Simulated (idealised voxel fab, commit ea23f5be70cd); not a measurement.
process module | voxel transistor to metal
cross-section cut | 165 nm wide | cells 5 nm
A cross-section is a grid of square cells, given in bands from the top down. A band is one or more rows of cells.
Each band's line starts with the height of the band's top and of its bottom, in nm. Then come its materials from left to right, each with its width in nm. One material with "throughout" fills the band from edge to edge. "air" is empty space.
Height 0 is the level under which the wafer as received is all one material. The lowest band goes on downwards, as in "0 down".
A width such as "30 to 40" changes by the same amount from each row of cells to the next, from the band's top row to its bottom row.
"no change" after a step means that no cell of the cross-section changed.
closed voids: empty space of 8 cells or more with no open way to the top, each as width x height at its distance from the left edge, in nm
after a step's settings: what the simulator itself notes on the step
overlay nm, on a step with a mask: how far to the right of its planned place the mask lay; to the left if negative
plan
1 op RECEIVE | material Si
2 op CONFORMAL_DEP | material SiO2 | thk nm 5
3 op CONFORMAL_DEP | material SiN | thk nm 15
4 op DIRECTIONAL_DEP | material aC | thk nm 10
5 op PATTERN | tone cover | mask id ACTIVE | material resist | width nm 105 | thk nm 30 | overlay nm 0
6 op DIRECTIONAL_ETCH | etch materials aC | depth nm 10
7 op STRIP | etch materials resist
8 op DIRECTIONAL_ETCH | etch materials SiN | depth nm 15
9 op DIRECTIONAL_ETCH | etch materials SiO2 | depth nm 5
10 op DIRECTIONAL_ETCH | etch materials Si | depth nm 30
11 op STRIP | etch materials aC
12 op OXIDIZE | depth nm 5
13 op FILL_DEP | material SiO2 | thk nm 10
14 op CMP | height nm 20
15 op SELECTIVE_ETCH | etch materials SiO2 | depth nm 10
16 op STRIP | etch materials SiN
17 op SELECTIVE_ETCH | etch materials SiO2 | depth nm 5
18 op OXIDIZE | depth nm 5
19 op DIRECTIONAL_DEP | material polySi | thk nm 20
20 op DIRECTIONAL_DEP | material SiCN | thk nm 10
21 op PATTERN | tone cover | mask id GATE | material resist | width nm 35 | thk nm 20 | overlay nm 0
22 op DIRECTIONAL_ETCH | etch materials SiCN | depth nm 20
23 op DIRECTIONAL_ETCH | etch materials polySi | depth nm 30
24 op STRIP | etch materials resist
25 op CONFORMAL_DEP | material SiO2 | thk nm 5
26 op DIRECTIONAL_ETCH | etch materials SiO2 | depth nm 5
27 op CONFORMAL_DEP | material SiN | thk nm 10
28 op DIRECTIONAL_ETCH | etch materials SiN | depth nm 10
29 op DIRECTIONAL_ETCH | etch materials SiO2 | depth nm 5
30 op DIRECTIONAL_ETCH | etch materials Si | depth nm 5
31 op EPI | material pSi | thk nm 5
32 op FILL_DEP | material SiO2 | thk nm 10
33 op CMP | height nm 20
34 op STRIP | etch materials polySi
35 op SELECTIVE_ETCH | etch materials SiO2 | depth nm 5
36 op CONFORMAL_DEP | material HfO2 | thk nm 5
37 op CONFORMAL_DEP | material TiN | thk nm 5
38 op FILL_DEP | material W | thk nm 10
39 op CMP | height nm 15
40 op DIRECTIONAL_DEP | material SiO2 | thk nm 15
41 op DIRECTIONAL_DEP | material aC | thk nm 10
42 op PATTERN | tone open | mask id CONTACT | material resist | width nm 15 | pitch nm 80 | thk nm 30 | overlay nm 0
43 op DIRECTIONAL_ETCH | etch materials aC | depth nm 10
44 op STRIP | etch materials resist
45 op DIRECTIONAL_ETCH | etch materials SiO2 | depth nm 30
46 op STRIP | etch materials aC
47 op CONFORMAL_DEP | material TiN | thk nm 5
48 op FILL_DEP | material Ru | thk nm 5
49 op CMP | height nm 30
50 op DIRECTIONAL_DEP | material TiN | thk nm 5
51 op DIRECTIONAL_DEP | material Ru | thk nm 20
52 op MASKED_ETCH | tone cover | mask id METAL_1 | width nm 15 | pitch nm 80 | etch materials Ru | depth nm 20 | overlay nm 0
53 op MASKED_ETCH | tone cover | mask id METAL_1 | width nm 15 | pitch nm 80 | etch materials TiN | depth nm 5 | overlay nm 0
54 op CONFORMAL_DEP | material SiN | thk nm 5
55 op FILL_DEP | material lowk | thk nm 10
56 op CMP | height nm 55
57 op CONFORMAL_DEP | material SiCN | thk nm 5
58 op DIRECTIONAL_DEP | material SiO2 | thk nm 25
59 op DIRECTIONAL_DEP | material aC | thk nm 10
60 op PATTERN | tone open | mask id METAL_2 | material resist | width nm 15 | pitch nm 80 | thk nm 25 | overlay nm 0
61 op DIRECTIONAL_ETCH | etch materials aC | depth nm 10
62 op STRIP | etch materials resist
63 op DIRECTIONAL_ETCH | etch materials SiO2 | depth nm 15
64 op STRIP | etch materials aC
65 op MASKED_ETCH | tone open | mask id METAL_2_HOLES | width nm 15 | pitch nm 80 | etch materials SiO2 | depth nm 10 | overlay nm 0
66 op MASKED_ETCH | tone open | mask id METAL_2_HOLES | width nm 15 | pitch nm 80 | etch materials SiCN | depth nm 5 | overlay nm 0
67 op CONFORMAL_DEP | material TiN | thk nm 5
68 op FILL_DEP | material Cu | thk nm 10
69 op CMP | height nm 85
70 op CONFORMAL_DEP | material SiN | thk nm 5
varied across the wafers: width nm of step 42. The plan shows the first wafer's value. All wafers start alike
first wafer as received, after step 1
  0 down: Si throughout
  closed voids: none
each wafer at the end: cells of each material gained (+) or lost (-) since it was received, then its closed voids
width nm 15 | +10 Cu | +15 HfO2 | +32 Ru | -121 Si | +27 SiCN | +92 SiN | +360 SiO2 | +69 TiN | +10 W | +92 lowk | +8 pSi | closed voids: none
width nm 20 | +10 Cu | +15 HfO2 | +38 Ru | -121 Si | +27 SiCN | +92 SiN | +352 SiO2 | +71 TiN | +10 W | +92 lowk | +8 pSi | closed voids: none
width nm 25 | +10 Cu | +15 HfO2 | +44 Ru | -121 Si | +27 SiCN | +92 SiN | +344 SiO2 | +73 TiN | +10 W | +92 lowk | +8 pSi | closed voids: none
width nm 30 | +10 Cu | +15 HfO2 | +50 Ru | -121 Si | +27 SiCN | +92 SiN | +335 SiO2 | +76 TiN | +10 W | +92 lowk | +8 pSi | closed voids: none
